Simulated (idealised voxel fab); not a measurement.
Documented hereafter: the process module known as voxel ribs on slabs.
Xsec cut, 250 nm wide, square cell size 5 nm.
A cross-section is a grid of square cells, given in bands from the top down. A band is one or more rows of cells. Quick guide to a band line: top height, bottom height (nm) up front; then every material left to right with its width in nm. Only one material and it's marked "edge to edge"? Then it fills the band edge to edge. And "blank" just means empty space. For the purposes of this specification, 0 denotes the height below which the wafer in its as-received condition is composed wholly of one material, and the lowermost band, lacking a lower limit, extends downward without end, as expressed in "from 0 down". The two numbers in a width such as "30 to 40" mark its ends across the band: the first belongs to the top row of cells, the second to the bottom row, and from each row to the next the width moves by the same amount. Basically "nothing changed" means that step didn't change any cell in the cross-section. The list in "closed voids" covers empty spaces of 8 cells or more that cannot reach the top through any open way, and it gives each as width x height at distance; the distance is from the left edge, and width, height and distance are in nm. Where a step's line continues beyond its settings, the continuation is a remark by the simulator itself on that step. For masked steps, "overlay nm" on the step line gives how far right of plan the mask actually lay; a minus sign means it lay to the left.
The following list gives the planned process steps:
1: op RECEIVE | material Si
2: op DIRECTIONAL_DEP | material SiO2 | thk nm 20
3: op DIRECTIONAL_DEP | material SiN | thk nm 25
4: op PATTERN | tone cover | mask id RIB | material resist | width nm 25 | thk nm 15 | overlay nm 0
5: op DIRECTIONAL_ETCH | etch materials SiN | depth nm 5
6: op STRIP | etch materials resist
7: op DIRECTIONAL_DEP | material aC | thk nm 10
8: op PATTERN | tone cover | mask id SLAB | material resist | width nm 55 | thk nm 25 | overlay nm 0
9: op DIRECTIONAL_ETCH | etch materials aC | depth nm 10
10: op STRIP | etch materials resist
11: op DIRECTIONAL_ETCH | etch materials SiN | depth nm 20
12: op STRIP | etch materials aC
13: op FILL_DEP | material SiO2 | thk nm 25
14: op CMP | height nm 55
15: op DIRECTIONAL_DEP | material TiN | thk nm 10
16: op DIRECTIONAL_DEP | material aC | thk nm 15
17: op PATTERN | tone cover | mask id HEATER | material resist | width nm 35 | thk nm 35 | overlay nm 0
18: op DIRECTIONAL_ETCH | etch materials aC | depth nm 15
19: op STRIP | etch materials resist
20: op DIRECTIONAL_ETCH | etch materials TiN | depth nm 10
21: op STRIP | etch materials aC
22: op CONFORMAL_DEP | material SiN | thk nm 10
It is noted that the wafers described herein are identical at the outset and are distinguished by the height nm of step 14; the value stated in the plan corresponds to the first wafer.
Received condition of the first of several wafers, sectioned: post-step 1:
  from 0 down = Si edge to edge
  closed voids: none
The figure below presents a cross-section of the first of several wafers at the conclusion of the module, following its last step, step 22:
  from 75 to 65 = blank (95), SiN (55), blank (100)
  from 65 to 55 = SiN (105), TiN (35), SiN (110)
  from 55 to 45 = SiO2 edge to edge
  from 45 to 40 = SiO2 (110), SiN (25), SiO2 (115)
  from 40 to 20 = SiO2 (95), SiN (55), SiO2 (100)
  from 20 to 0 = SiO2 edge to edge
  from 0 down = Si edge to edge
  closed voids: none
Last wafer of the set, cross-sectioned at end of module:
  from 90 to 80 = blank (95), SiN (55), blank (100)
  from 80 to 70 = SiN (105), TiN (35), SiN (110)
  from 70 to 45 = SiO2 edge to edge
  from 45 to 40 = SiO2 (110), SiN (25), SiO2 (115)
  from 40 to 20 = SiO2 (95), SiN (55), SiO2 (100)
  from 20 to 0 = SiO2 edge to edge
  from 0 down = Si edge to edge
  closed voids: none
Row per wafer, end-of-module: cell gain (+)/loss (-) by material since the wafer came in, then closed voids:
height nm 55, +157 SiN, +501 SiO2, +14 TiN, closed voids: none
height nm 60, +157 SiN, +551 SiO2, +14 TiN, closed voids: none
height nm 65, +157 SiN, +601 SiO2, +14 TiN, closed voids: none
height nm 70, +157 SiN, +651 SiO2, +14 TiN, closed voids: none
